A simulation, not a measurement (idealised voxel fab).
The document below concerns the process module designated voxel lift off.
This is section cut - it's 160 nm across, gridded in 5 nm square cells.
Heads up, the way a cross-section reads in here is a grid of square cells, handed over as bands from the top down, with every band being one or more rows of cells.
Within each band entry, the heights of the top and of the bottom of the band appear first, in that order and in nm; the materials of the band then follow from left to right, each with its corresponding width in nm. The designation "edge to edge" on a single material indicates that it fills the band from edge to edge; the designation "air" indicates empty space.
All heights in this document are referenced to 0, defined as the level beneath which the wafer, as received, consists entirely of one material. The lowest band is not bounded below; it extends indefinitely downward and is written in the form "0..down".
The expression "30..40" gives the width at the extremes of the band, the first number at its top row of cells and the second at its bottom row, with the width changing by equal amounts from each row to the next in between.
Given "remained the same" for a step, no cell of the cross-section differs between before and after that step.
Listed in "Enclosed empty spaces": every empty space of 8 or more cells without an open way to the top. Form: width x height at distance, the distance being from the left edge, all in nm.
Read whatever lies past the settings on a step's line as the simulator's own remark about the step.
A step line may carry the setting "overlay nm", which, for steps involving a mask, states the distance by which the mask lay to the right of its intended position; negative values denote displacement to the left.
THE PLANNED PROCESS STEPS ARE ENUMERATED HEREUNDER
step 1: RECEIVE (material Si)
step 2: CONFORMAL_DEP (material SiO2; thk nm 5)
step 3: PATTERN (tone open; mask id LINES; material resist; width nm 15; pitch nm 30; thk nm 20; overlay nm -15)
step 4: DIRECTIONAL_DEP (material Ru; thk nm 10)
step 5: STRIP (etch materials resist)
step 6: CONFORMAL_DEP (material SiO2; thk nm 10)
For clarity, it should be stated that the wafers under discussion commence in an identical condition and differ with respect to the overlay nm of step 3, the plan indicating the value that the first wafer had.
INCOMING STATE OF THE FIRST OF SEVERAL WAFERS IN CROSS-SECTION: AFTER STEP 1
> 0..down: Si edge to edge
> Enclosed empty spaces: none
END OF MODULE, BY WAFER: MATERIAL-BY-MATERIAL CELL GAIN (+) OR LOSS (-) SINCE RECEIPT, THEN CLOSED VOIDS
overlay nm -15; +12 Ru; +110 SiO2; Enclosed empty spaces: none
overlay nm -10; +12 Ru; +110 SiO2; Enclosed empty spaces: none
overlay nm -5; +12 Ru; +110 SiO2; Enclosed empty spaces: none
overlay nm 0; +12 Ru; +110 SiO2; Enclosed empty spaces: none
overlay nm 5; +12 Ru; +110 SiO2; Enclosed empty spaces: none
overlay nm 10; +12 Ru; +110 SiO2; Enclosed empty spaces: none
overlay nm 15; +12 Ru; +110 SiO2; Enclosed empty spaces: none
